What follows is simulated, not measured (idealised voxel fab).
Process module heading - voxel tone inversion
215 nm wide, 5 nm square cells: that's cross-section cut.
For the purposes of this document, a cross-section shall be understood as a grid of square cells, specified as bands listed in top-to-bottom order, each band consisting of one or more rows of cells. First you get the band's top height and its bottom height, in nm, and then the materials it's made of, left to right, with each width in nm. If you see a single material with "all across", that one covers the band edge to edge. "empty" is empty space. It should be noted that heights are counted from 0, beneath which the wafer as supplied is of one material throughout, and that the lowest band possesses no lower boundary but continues downward, as written in "top 0, no bottom". Think of "30..40" as a width that walks from the first number to the second as you go down the band, top row to bottom row, taking equal-sized steps from row to row. "no change", as given for a step, is the statement that not any cell of the cross-section underwent a change during that step. Entry "Enclosed voids" = empty spaces >= 8 cells with no open way to the top; each as width x height at distance, distance from left edge, all nm. Text after the settings on a step's line: the simulator's own remark on that step. A step's line can hold "overlay nm"; with a mask on that step, the setting says how far right of the planned place the mask lay, while a negative setting says it lay to the left.
THE STEPS PLANNED FOR THE PROCESS ARE AS FOLLOWS
1 RECEIVE,material Si
2 CONFORMAL_DEP,material SiN,thk nm 10
3 DIRECTIONAL_DEP,material polySi,thk nm 25
4 PATTERN,tone cover,mask id POSTS,material resist,width nm 20,pitch nm 50,thk nm 35,overlay nm 0
5 DIRECTIONAL_ETCH,etch materials polySi,depth nm 25
6 STRIP,etch materials resist
7 FILL_DEP,material lowk,thk nm 5
8 CMP,height nm 35
9 STRIP,etch materials polySi
10 CONFORMAL_DEP,material TiN,thk nm 5
11 FILL_DEP,material Ru,thk nm 10
12 CMP,height nm 35
13 CONFORMAL_DEP,material SiCN,thk nm 5
The plan's step 13 thk nm is the first wafer's value; the wafers differ in this setting and start identical.
RECEIVED WAFERS, FIRST OF SEVERAL: CROSS-SECTION AFTER STEP 1
top 0, no bottom: Si all across
Enclosed voids: none
BELOW IS A PER-WAFER TABLE. IN IT, EACH ROW DESCRIBES THE WAFER AT THE END OF THE MODULE BY GIVING, FOR EACH MATERIAL, THE NUMBER OF CELLS GAINED (+) OR LOST (-) SINCE THE WAFER WAS RECEIVED, AND AFTER THAT THE CLOSED VOIDS OF THE WAFER
thk nm 5, +24 Ru, +43 SiCN, +86 SiN, +36 TiN, +155 lowk, Enclosed voids: none
thk nm 10, +24 Ru, +86 SiCN, +86 SiN, +36 TiN, +155 lowk, Enclosed voids: none
thk nm 15, +24 Ru, +129 SiCN, +86 SiN, +36 TiN, +155 lowk, Enclosed voids: none
thk nm 20, +24 Ru, +172 SiCN, +86 SiN, +36 TiN, +155 lowk, Enclosed voids: none
